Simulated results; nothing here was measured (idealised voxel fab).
Module name: voxel self aligned contacts (process module)
The cross-section on display is named cut; it measures 230 nm wide, and its cells are 5 nm squares.
When this document writes out a cross-section, it uses a grid of square cells and lists it as bands, beginning at the top and moving down, with a band standing for one or more rows of cells.
In this notation a band is specified by the heights of its top and bottom, in that order and in nm, after which its materials appear from left to right, each paired with its width in nm. The word "throughout" attached to a single material means that material fills the band from edge to edge; the word "empty" stands for empty space.
Heights are measured from 0, the level below which the as-received wafer is all one material; the lowest band has no bottom and continues downward, written as in "0 nm and below".
Read "30->40" as a graded width: first number on top, second number at the bottom, same change between each pair of neighbouring rows.
"nothing different" -> step changed no cross-section cell.
Each empty space that has no open way to the top and spans at least 8 cells appears under "Closed void roster" as width x height at distance, the distance counted from the left edge, all in nm.
Note: text after step settings on the step line = simulator remark on that step.
For masked steps, "overlay nm" on the step line gives how far right of plan the mask actually lay; a minus sign means it lay to the left.
Process steps foreseen in the plan:
1: op RECEIVE | material Si
2: op OXIDIZE | depth nm 5
3: op DIRECTIONAL_DEP | material polySi | thk nm 30
4: op DIRECTIONAL_DEP | material SiN | thk nm 25
5: op MASKED_ETCH | tone cover | mask id GATE | width nm 35 | pitch nm 80 | etch materials SiN | depth nm 25 | overlay nm 0
6: op MASKED_ETCH | tone cover | mask id GATE | width nm 35 | pitch nm 80 | etch materials polySi | depth nm 30 | overlay nm 0
7: op CONFORMAL_DEP | material SiN | thk nm 10
8: op DIRECTIONAL_ETCH | etch materials SiN | depth nm 10
9: op FILL_DEP | material SiO2 | thk nm 15
10: op CMP | height nm 65
11: op PATTERN | tone open | mask id CONTACT | material resist | width nm 65 | pitch nm 80 | thk nm 15 | overlay nm 0
12: op DIRECTIONAL_ETCH | etch materials SiO2 | depth nm 70
13: op STRIP | etch materials resist
14: op CONFORMAL_DEP | material TiN | thk nm 5
15: op FILL_DEP | material Ru | thk nm 5
16: op CMP | height nm 65
17: op CONFORMAL_DEP | material SiCN | thk nm 5
Cross-section of the wafer at receipt, which is the condition after step 1:
* 0 nm and below = Si throughout
* Closed void roster: none
Wafer cross-section at module end: first of two, run to plan:
* 70 nm to 65 nm = SiCN throughout
* 65 nm to 55 nm = SiO2: 40, then TiN: 5->25, then Ru: 55->15, then TiN: 5->25, then SiO2: 15, then TiN: 5->25, then Ru: 55->15, then TiN: 5->25, then SiO2: 45
* 55 nm to 30 nm = SiO2: 5, then SiN: 55, then TiN: 5, then Ru: 15, then TiN: 5, then SiN: 55, then TiN: 5, then Ru: 15, then TiN: 5, then SiN: 55, then SiO2: 10
* 30 nm to 0 nm = SiO2: 5, then SiN: 10, then polySi: 35, then SiN: 10, then TiN: 5, then Ru: 15, then TiN: 5, then SiN: 10, then polySi: 35, then SiN: 10, then TiN: 5, then Ru: 15, then TiN: 5, then SiN: 10, then polySi: 35, then SiN: 10, then SiO2: 10
* 0 nm to -5 nm = SiO2: 60, then TiN: 25, then SiO2: 55, then TiN: 25, then SiO2: 65
* -5 nm and below = Si throughout
* Closed void roster: none
So this is wafer number two of the two, cut at the end of the module - it started where the first did and had the same plan, we just got one thing wrong running it:
* 70 nm to 65 nm = SiCN throughout
* 65 nm to 60 nm = SiO2: 5, then SiN: 55, then TiN: 5, then Ru: 15, then TiN: 5, then SiN: 55, then TiN: 5, then Ru: 15, then TiN: 5, then SiN: 55, then SiO2: 10
* 60 nm to 35 nm = SiO2: 5, then SiN: 10, then polySi: 35, then SiN: 10, then TiN: 5, then Ru: 15, then TiN: 5, then SiN: 10, then polySi: 35, then SiN: 10, then TiN: 5, then Ru: 15, then TiN: 5, then SiN: 10, then polySi: 35, then SiN: 10, then SiO2: 10
* 35 nm to 30 nm = SiO2: 5, then SiN: 10, then polySi: 35, then SiN: 10, then TiN: 25, then SiN: 10, then polySi: 35, then SiN: 10, then TiN: 25, then SiN: 10, then polySi: 35, then SiN: 10, then SiO2: 10
* 30 nm to 0 nm = polySi throughout
* 0 nm to -5 nm = SiO2 throughout
* -5 nm and below = Si throughout
* Closed void roster: none
So what did we get wrong on this run? step 3 of the plan saw execution twice
Final wafer comparison in cells, second versus first, more or fewer per material: Ru: 58 fewer; SiN: 132 fewer; SiO2: 42 fewer; TiN: 44 fewer; polySi: 276 more
